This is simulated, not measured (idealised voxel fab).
Process module name: voxel fin reveal
Pictured: cross-section cut, 230 nm wide, on a grid of 5 nm square cells.
The cross-sections in this document take the form of a grid made of square cells. They are written out as bands, in order from top to bottom. Each band consists of one or more rows of cells.
Quick guide to a band line: top height, bottom height (nm) up front; then every material left to right with its width in nm. Only one material and it's marked "everywhere"? Then it fills the band edge to edge. And "air" just means empty space.
Convention: height 0 is the level below which the wafer, as received, is all one material. The lowest band does not terminate at the bottom but continues downward, represented as "0 -> down".
A two-number width, for instance "30..40", indicates that the width is equal to the first number in the top row of the band and to the second number in the bottom row, and that it changes by a constant amount per row of cells.
The cross-section has no changed cell in any step marked "no change".
Each empty space that has no open way to the top and spans at least 8 cells appears under "Sealed void inventory" as width x height at distance, the distance counted from the left edge, all in nm.
What comes after the settings on a step's line is commentary from the simulator itself on that step.
A step's line can hold "overlay nm"; with a mask on that step, the setting says how far right of the planned place the mask lay, while a negative setting says it lay to the left.
Steps planned for the process
1) RECEIVE [material Si]
2) CONFORMAL_DEP [material SiN] [thk nm 5]
3) MASKED_ETCH [tone cover] [mask id FINS] [width nm 15] [pitch nm 35] [etch materials SiN] [depth nm 5] [overlay nm 0]
4) MASKED_ETCH [tone cover] [mask id FINS] [width nm 15] [pitch nm 35] [etch materials Si] [depth nm 30] [overlay nm 0]
5) OXIDIZE [depth nm 5]
6) FILL_DEP [material SiO2] [thk nm 5]
7) CMP [height nm 5]
8) SELECTIVE_ETCH [etch materials SiO2] [depth nm 25]
9) STRIP [etch materials SiN]
The first of the two wafers, which ran as planned
Cross-section of the incoming wafer, state after step 1
    0 -> down | Si everywhere
    Sealed void inventory: none
So this is the wafer cross-section right after step 2
    5 -> 0 | SiN everywhere
    Unchanged below 0.
So this is the wafer cross-section right after step 3
    5 -> 0 | air (90) / SiN (15) / air (20) / SiN (15) / air (90)
    Unchanged below 0.
So this is the wafer cross-section right after step 4
    5 -> 0 | air (90) / SiN (15) / air (20) / SiN (15) / air (90)
    0 -> -30 | air (90) / Si (15) / air (20) / Si (15) / air (90)
    Unchanged below -30.
So this is the wafer cross-section right after step 5
    5 -> 0 | air (90) / SiN (15) / air (20) / SiN (15) / air (90)
    0 -> -30 | air (90) / SiO2 (5) / Si (5) / SiO2 (5) / air (20) / SiO2 (5) / Si (5) / SiO2 (5) / air (90)
    -30 -> -35 | SiO2 (95) / Si (5) / SiO2 (30) / Si (5) / SiO2 (95)
    Unchanged below -35.
So this is the wafer cross-section right after step 6
    10 -> 5 | SiO2 everywhere
    5 -> 0 | SiO2 (90) / SiN (15) / SiO2 (20) / SiN (15) / SiO2 (90)
    0 -> -35 | SiO2 (95) / Si (5) / SiO2 (30) / Si (5) / SiO2 (95)
    Unchanged below -35.
So this is the wafer cross-section right after step 7
    5 -> 0 | SiO2 (90) / SiN (15) / SiO2 (20) / SiN (15) / SiO2 (90)
    Unchanged below 0.
So this is the wafer cross-section right after step 8
    5 -> 0 | air (90) / SiN (15) / air (20) / SiN (15) / air (90)
    0 -> -20 | air (95) / Si (5) / air (30) / Si (5) / air (95)
    Unchanged below -20.
So this is the wafer cross-section right after step 9
    0 -> -20 | air (95) / Si (5) / air (30) / Si (5) / air (95)
    Unchanged below -20.
What follows concerns the second wafer, which started out like the first and was meant to follow the very same plan; one mistake crept in when it was run, but everything up to and including step 2 is the same as for the first wafer
Cross-section: second wafer, time at which step 3 was scheduled to end
    5 -> 0 | SiN (90) / air (15) / SiN (20) / air (15) / SiN (90)
    Unchanged below 0.
Cross-section: second wafer, time at which step 4 was scheduled to end: no change
Cross-section: second wafer, time at which step 5 was scheduled to end
    5 -> 0 | SiN (90) / air (15) / SiN (20) / air (15) / SiN (90)
    0 -> -5 | Si (85) / SiO2 (25) / Si (10) / SiO2 (25) / Si (85)
    Unchanged below -5.
Cross-section: second wafer, time at which step 6 was scheduled to end
    10 -> 5 | SiO2 everywhere
    5 -> 0 | SiN (90) / SiO2 (15) / SiN (20) / SiO2 (15) / SiN (90)
    Unchanged below 0.
Cross-section: second wafer, time at which step 7 was scheduled to end
    5 -> 0 | SiN (90) / SiO2 (15) / SiN (20) / SiO2 (15) / SiN (90)
    Unchanged below 0.
Cross-section: second wafer, time at which step 8 was scheduled to end
    5 -> 0 | SiN (90) / air (15) / SiN (20) / air (15) / SiN (90)
    0 -> -5 | Si (85) / air (25) / Si (10) / air (25) / Si (85)
    Unchanged below -5.
Cross-section: second wafer, time at which step 9 was scheduled to end
    0 -> -5 | Si (85) / air (25) / Si (10) / air (25) / Si (85)
    Unchanged below -5.
Deviation noted in wafer processing: for step 3, the planned setting was not used; the step was instead run as MASKED_ETCH [tone open] [mask id FINS] [width nm 15] [pitch nm 35] [etch materials SiN] [depth nm 5] [overlay nm 0]
The closing comparison, in cells, has the second wafer with more or fewer of some materials than the first: Si: 298 more | SiO2: 132 fewer
